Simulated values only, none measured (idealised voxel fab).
Process module under the name voxel self aligned vias
Square cells of 5 nm make up the cross-section cut, whose width is 160 nm.
Each cross-section below is a grid of square cells, stated as bands in top-down order, with one or more rows of cells making up each band.
Quick guide to a band line: top height, bottom height (nm) up front; then every material left to right with its width in nm. Only one material and it's marked "full width"? Then it fills the band edge to edge. And "air" just means empty space.
A quick word on heights: they are counted from 0, and under that level the wafer as it came to us is one material throughout. The lowest band is different from the rest in having no bottom; it simply continues downward, written as in "0 -> down".
Graded width ("30 to 40"): value in top row of band = first number; value in bottom row = second number; row-to-row change constant.
Step marked "all unchanged"? Then no cell in the cross-section changed in it.
Entry "Completely sealed voids" = empty spaces >= 8 cells with no open way to the top; each as width x height at distance, distance from left edge, all nm.
What comes after the settings on a step's line is commentary from the simulator itself on that step.
A step's line can hold "overlay nm"; with a mask on that step, the setting says how far right of the planned place the mask lay, while a negative setting says it lay to the left.

## List of planned process steps
1: RECEIVE, material Si
2: CONFORMAL_DEP, material SiO2, thk nm 15
3: CONFORMAL_DEP, material SiCN, thk nm 5
4: DIRECTIONAL_DEP, material SiO2, thk nm 25
5: MASKED_ETCH, tone open, mask id LINES, width nm 25, pitch nm 50, etch materials SiO2, depth nm 25, overlay nm 0
6: CONFORMAL_DEP, material TiN, thk nm 5
7: FILL_DEP, material Ru, thk nm 10
8: CMP, height nm 45
9: SELECTIVE_ETCH, etch materials W Ru TiN, depth nm 10
10: FILL_DEP, material SiN, thk nm 5
11: CMP, height nm 45
12: DIRECTIONAL_DEP, material SiO2, thk nm 20
13: PATTERN, tone open, mask id VIAS, material resist, width nm 35, pitch nm 50, thk nm 20, overlay nm 0
14: DIRECTIONAL_ETCH, etch materials SiO2, depth nm 20
15: DIRECTIONAL_ETCH, etch materials SiN, depth nm 10
16: STRIP, etch materials resist
17: CONFORMAL_DEP, material TiN, thk nm 5
18: FILL_DEP, material W, thk nm 10
19: CMP, height nm 65
20: CONFORMAL_DEP, material SiCN, thk nm 5

## As-received wafer cross-section (after step 1)
    0 -> down = Si full width
    Completely sealed voids: none

## Final cross-section, module run with one mistake (start and plan as above)
    70 -> 65 = SiCN full width
    65 -> 45 = Ru full width
    45 -> 35 = SiO2 40, then SiN 25, then SiO2 25, then SiN 25, then SiO2 45
    35 -> 25 = SiO2 40, then TiN 5, then Ru 15, then TiN 5, then SiO2 25, then TiN 5, then Ru 15, then TiN 5, then SiO2 45
    25 -> 20 = SiO2 40, then TiN 25, then SiO2 25, then TiN 25, then SiO2 45
    20 -> 15 = SiCN full width
    15 -> 0 = SiO2 full width
    0 -> down = Si full width
    Completely sealed voids: none
Finding, execution versus plan: step 12, actual vs plan mismatch, actual run DIRECTIONAL_DEP, material Ru, thk nm 20
